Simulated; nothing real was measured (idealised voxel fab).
This is a process module. Its name is voxel wiring stack.
The figure presents cross-section cut, which has a width of 185 nm and is divided into square cells with an edge length of 5 nm.
How to read a cross-section here: the picture is a grid of square cells, written as bands going from the top down, and any band can span one or more rows of cells.
Per band: top height and bottom height in nm, followed by the left-to-right materials and their widths in nm; "throughout" marks a single material spanning edge to edge, "air" marks empty space.
The reference from which all heights are counted is 0, the level beneath which the as-received wafer is entirely one material; the lowest band, having no lower bound, proceeds downward and is written after the example "0 and below".
A width given as "30..40" starts at the first number in the band's top row and ends at the second number in its bottom row, shifting by an equal amount at every step from row to row.
When a step is marked "remained the same", none of the cells in the cross-section changed during that step.
In the "Closed internal voids" entry, you get each enclosed empty space of 8 cells or more, one with no open way to the top, written width x height at distance, distance from the left edge, in nm.
Heads up: the bit after the settings on a step's line is the simulator's remark on that step.
Regarding "overlay nm": on a step with a mask, it is the distance the mask lay to the right of its planned place; a negative value places it to the left.

Set out below are the planned steps of the process:
- 1: RECEIVE, material Si
- 2: CONFORMAL_DEP, material SiO2, thk nm 10
- 3: CONFORMAL_DEP, material SiCN, thk nm 5
- 4: DIRECTIONAL_DEP, material SiO2, thk nm 20
- 5: DIRECTIONAL_DEP, material aC, thk nm 15
- 6: PATTERN, tone open, mask id METAL_1, material resist, width nm 30, pitch nm 50, thk nm 35, overlay nm 0
- 7: DIRECTIONAL_ETCH, etch materials aC, depth nm 15
- 8: STRIP, etch materials resist
- 9: DIRECTIONAL_ETCH, etch materials SiO2, depth nm 20
- 10: DIRECTIONAL_ETCH, etch materials SiCN, depth nm 5
- 11: STRIP, etch materials aC
- 12: CONFORMAL_DEP, material TiN, thk nm 5
- 13: FILL_DEP, material Ru, thk nm 5
- 14: CMP, height nm 35
- 15: CONFORMAL_DEP, material SiCN, thk nm 5
- 16: DIRECTIONAL_DEP, material lowk, thk nm 35
- 17: PATTERN, tone open, mask id METAL_2, material resist, width nm 30, pitch nm 50, thk nm 20, overlay nm 0
- 18: DIRECTIONAL_ETCH, etch materials lowk, depth nm 20
- 19: STRIP, etch materials resist
- 20: PATTERN, tone open, mask id METAL_2_HOLES, material resist, width nm 15, pitch nm 50, thk nm 15, overlay nm 0
- 21: DIRECTIONAL_ETCH, etch materials lowk, depth nm 15
- 22: DIRECTIONAL_ETCH, etch materials SiCN, depth nm 5
- 23: STRIP, etch materials resist
- 24: CONFORMAL_DEP, material TiN, thk nm 5
- 25: FILL_DEP, material Cu, thk nm 5
- 26: CMP, height nm 75
- 27: CONFORMAL_DEP, material SiN, thk nm 5

Cross-section: wafer on arrival = after step 1:
> 0 and below = Si throughout
> Closed internal voids: none

One mistake in running the module, otherwise start and plan as above: cross-section at the end:
> 80 down to 75 = SiN throughout
> 75 down to 55 = lowk 50; TiN 5; Cu 20; TiN 5; lowk 20; TiN 5; Cu 20; TiN 5; lowk 55
> 55 down to 50 = lowk 50; TiN 5; Cu 5; TiN 20; lowk 20; TiN 5; Cu 5; TiN 20; lowk 55
> 50 down to 40 = lowk 50; TiN 5; Cu 5; TiN 5; lowk 35; TiN 5; Cu 5; TiN 5; lowk 70
> 40 down to 35 = SiCN 50; TiN 15; SiCN 35; TiN 15; SiCN 70
> 35 down to 15 = SiO2 50; TiN 5; Ru 20; TiN 5; SiO2 20; TiN 5; Ru 20; TiN 5; SiO2 55
> 15 down to 10 = SiCN 50; TiN 30; SiCN 20; TiN 30; SiCN 55
> 10 down to 0 = SiO2 throughout
> 0 and below = Si throughout
> Closed internal voids: none
What was done differently from what was planned? step 18 ran as: DIRECTIONAL_ETCH, etch materials lowk, depth nm 25
